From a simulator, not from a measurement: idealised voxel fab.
process module | voxel released beams
cross-section cut | 270 nm wide | cells 5 nm
A cross-section is a grid of square cells, given in bands from the top down. A band is one or more rows of cells.
Each band's line starts with the height of the band's top and of its bottom, in nm. Then come its materials from left to right, each with its width in nm. One material with "throughout" fills the band from edge to edge. "air" is empty space.
Height 0 is the level under which the wafer as received is all one material. The lowest band goes on downwards, as in "0 down".
A width such as "30 to 40" changes by the same amount from each row of cells to the next, from the band's top row to its bottom row.
"no change" after a step means that no cell of the cross-section changed.
closed voids: empty space of 8 cells or more with no open way to the top, each as width x height at its distance from the left edge, in nm
after a step's settings: what the simulator itself notes on the step
overlay nm, on a step with a mask: how far to the right of its planned place the mask lay; to the left if negative
plan
1 op RECEIVE | material Si
2 op CONFORMAL_DEP | material SiN | thk nm 5
3 op DIRECTIONAL_DEP | material SiO2 | thk nm 10
4 op MASKED_ETCH | tone open | mask id ANCHOR | width nm 35 | etch materials SiO2 | depth nm 10 | overlay nm 0
5 op CONFORMAL_DEP | material polySi | thk nm 10
6 op DIRECTIONAL_DEP | material aC | thk nm 15
7 op PATTERN | tone cover | mask id BEAM | material resist | width nm 100 | thk nm 30 | overlay nm 0
8 op DIRECTIONAL_ETCH | etch materials aC | depth nm 15
9 op STRIP | etch materials resist
10 op DIRECTIONAL_ETCH | etch materials polySi | depth nm 10
11 op STRIP | etch materials aC
12 op STRIP | etch materials SiO2
as received, after step 1
  0 down: Si throughout
  closed voids: none
first wafer at the end, as planned
  25 to 15: air 80 | polySi 15 | air 15 | polySi 70 | air 90
  15 to 5: air 85 | polySi 35 | air 150
  5 to 0: SiN throughout
  0 down: Si throughout
  closed voids: none
second wafer at the end: like start, like plan, one mistake
  25 to 15: air 80 | polySi 100 | air 90
  15 to 10: SiN throughout
  10 to 0: SiO2 throughout
  0 down: Si throughout
  closed voids: none
what went wrong: steps 2 and 3 were swapped
at the end the second wafer has, in cells: 108 more of SiO2 | 8 fewer of polySi
